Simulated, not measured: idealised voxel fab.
process module | voxel wiring stack
cross-section cut | 195 nm wide | cells 5 nm
A cross-section is a grid of square cells, given in bands from the top down. A band is one or more rows of cells.
Each band's line starts with the height of the band's top and of its bottom, in nm. Then come its materials from left to right, each with its width in nm. One material with "throughout" fills the band from edge to edge. "air" is empty space.
Height 0 is the level under which the wafer as received is all one material. The lowest band goes on downwards, as in "0 down".
A width such as "30 to 40" changes by the same amount from each row of cells to the next, from the band's top row to its bottom row.
"no change" after a step means that no cell of the cross-section changed.
closed voids: empty space of 8 cells or more with no open way to the top, each as width x height at its distance from the left edge, in nm
after a step's settings: what the simulator itself notes on the step
overlay nm, on a step with a mask: how far to the right of its planned place the mask lay; to the left if negative
plan
1 op RECEIVE | material Si
2 op CONFORMAL_DEP | material SiO2 | thk nm 15
3 op CONFORMAL_DEP | material SiN | thk nm 5
4 op DIRECTIONAL_DEP | material lowk | thk nm 25
5 op PATTERN | tone open | mask id METAL_1 | material resist | width nm 25 | pitch nm 45 | thk nm 20 | overlay nm 0
6 op DIRECTIONAL_ETCH | etch materials lowk | depth nm 25
7 op DIRECTIONAL_ETCH | etch materials SiN | depth nm 5
8 op STRIP | etch materials resist
9 op CONFORMAL_DEP | material TiN | thk nm 5
10 op FILL_DEP | material Cu | thk nm 5
11 op CMP | height nm 45
12 op CONFORMAL_DEP | material SiCN | thk nm 5
13 op DIRECTIONAL_DEP | material SiO2 | thk nm 10
14 op MASKED_ETCH | tone open | mask id PLUG_1 | width nm 15 | pitch nm 90 | etch materials SiO2 | depth nm 10 | overlay nm 0
15 op MASKED_ETCH | tone open | mask id PLUG_1 | width nm 15 | pitch nm 90 | etch materials SiCN | depth nm 5 | overlay nm 0
16 op EPI | material Ru | thk nm 10
17 op EPI | material Ru | thk nm 5
18 op CONFORMAL_DEP | material SiN | thk nm 5
19 op DIRECTIONAL_DEP | material lowk | thk nm 15
20 op PATTERN | tone open | mask id METAL_2 | material resist | width nm 25 | pitch nm 45 | thk nm 15 | overlay nm 0
21 op DIRECTIONAL_ETCH | etch materials lowk | depth nm 15
22 op DIRECTIONAL_ETCH | etch materials SiN | depth nm 5
23 op STRIP | etch materials resist
24 op CONFORMAL_DEP | material TiN | thk nm 5
25 op FILL_DEP | material Cu | thk nm 5
26 op CMP | height nm 80
27 op CONFORMAL_DEP | material SiCN | thk nm 5
as received, after step 1
  0 down: Si throughout
  closed voids: none
a wafer at the end: this start, this plan, one mistake
  85 to 80: Cu throughout
  80 to 65: lowk 15 | TiN 5 | Cu 15 | TiN 5 | lowk 20 | TiN 5 | Cu 15 | TiN 5 | lowk 20 | TiN 5 | Cu 15 | TiN 5 | lowk 20 | TiN 5 | Cu 15 | TiN 5 | lowk 20
  65 to 60: SiN 15 | TiN 25 | SiN 20 | TiN 25 | SiN 20 | TiN 25 | SiN 20 | TiN 25 | SiN 20
  60 to 50: SiO2 15 | Ru 15 | SiO2 75 | Ru 15 | SiO2 75
  50 to 45: SiCN 15 | Ru 15 | SiCN 75 | Ru 15 | SiCN 75
  45 to 20: lowk 15 | TiN 5 | Cu 15 | TiN 5 | lowk 20 | TiN 5 | Cu 15 | TiN 5 | lowk 20 | TiN 5 | Cu 15 | TiN 5 | lowk 20 | TiN 5 | Cu 15 | TiN 5 | lowk 20
  20 to 15: SiN 15 | TiN 25 | SiN 20 | TiN 25 | SiN 20 | TiN 25 | SiN 20 | TiN 25 | SiN 20
  15 to 0: SiO2 throughout
  0 down: Si throughout
  closed voids: none
what went wrong: step 27 ran as: op CONFORMAL_DEP | material Cu | thk nm 5
